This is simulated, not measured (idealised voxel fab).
Presented below is a process module, voxel trench capacitor.
Section cut is 230 nm wide and gridded with 5 nm square cells.
If you're reading a cross-section in this doc, picture square cells in a grid; it comes to you as bands, top ones listed first down to the bottom, and a band can be one or more rows of cells. In this notation a band is specified by the heights of its top and bottom, in that order and in nm, after which its materials appear from left to right, each paired with its width in nm. The word "everywhere" attached to a single material means that material fills the band from edge to edge; the word "empty" stands for empty space. Heights are measured from 0, the level below which the as-received wafer is all one material; the lowest band has no bottom and continues downward, written as in "0 down". Read "30 to 40" as a graded width: first number on top, second number at the bottom, same change between each pair of neighbouring rows. "stayed the same", as given for a step, is the statement that not any cell of the cross-section underwent a change during that step. Sealed-off cavities: empty space of 8 cells or more with no open way to the top, each as width x height at its distance from the left edge, in nm. It should be noted that, on the line of a given step, the content following the step's settings is a remark produced by the simulator itself with respect to that step. For masked steps, "overlay nm" on the step line gives how far right of plan the mask actually lay; a minus sign means it lay to the left.
# The following list gives the planned process steps
| 1 | RECEIVE with material Si |
| 2 | CONFORMAL_DEP with material SiN, thk nm 10 |
| 3 | MASKED_ETCH with tone open, mask id TRENCH, width nm 20, pitch nm 45, etch materials SiN, depth nm 10, overlay nm 0 |
| 4 | MASKED_ETCH with tone open, mask id TRENCH, width nm 20, pitch nm 45, etch materials Si, depth nm 25, overlay nm 0 |
| 5 | CONFORMAL_DEP with material SiO2, thk nm 5 |
| 6 | FILL_DEP with material polySi, thk nm 10 |
| 7 | CMP with height nm 10 |
# Wafer cross-section on receipt, i.e. after step 1
  0 down = Si everywhere
  Sealed-off cavities: none
# Look at the cross-section after the module: the wafer started out the way shown above and the plan was the one shown above, yet one mistake was made along the way
  10 to 0 = SiN 60 nm / SiO2 5 nm / polySi 10 nm / SiO2 5 nm / SiN 25 nm / SiO2 5 nm / polySi 10 nm / SiO2 5 nm / SiN 25 nm / SiO2 5 nm / polySi 10 nm / SiO2 5 nm / SiN 60 nm
  0 to -45 = Si 60 nm / SiO2 5 nm / polySi 10 nm / SiO2 5 nm / Si 25 nm / SiO2 5 nm / polySi 10 nm / SiO2 5 nm / Si 25 nm / SiO2 5 nm / polySi 10 nm / SiO2 5 nm / Si 60 nm
  -45 to -50 = Si 60 nm / SiO2 20 nm / Si 25 nm / SiO2 20 nm / Si 25 nm / SiO2 20 nm / Si 60 nm
  -50 down = Si everywhere
  Sealed-off cavities: none
Plan not followed: step 4 in the plan was executed twice
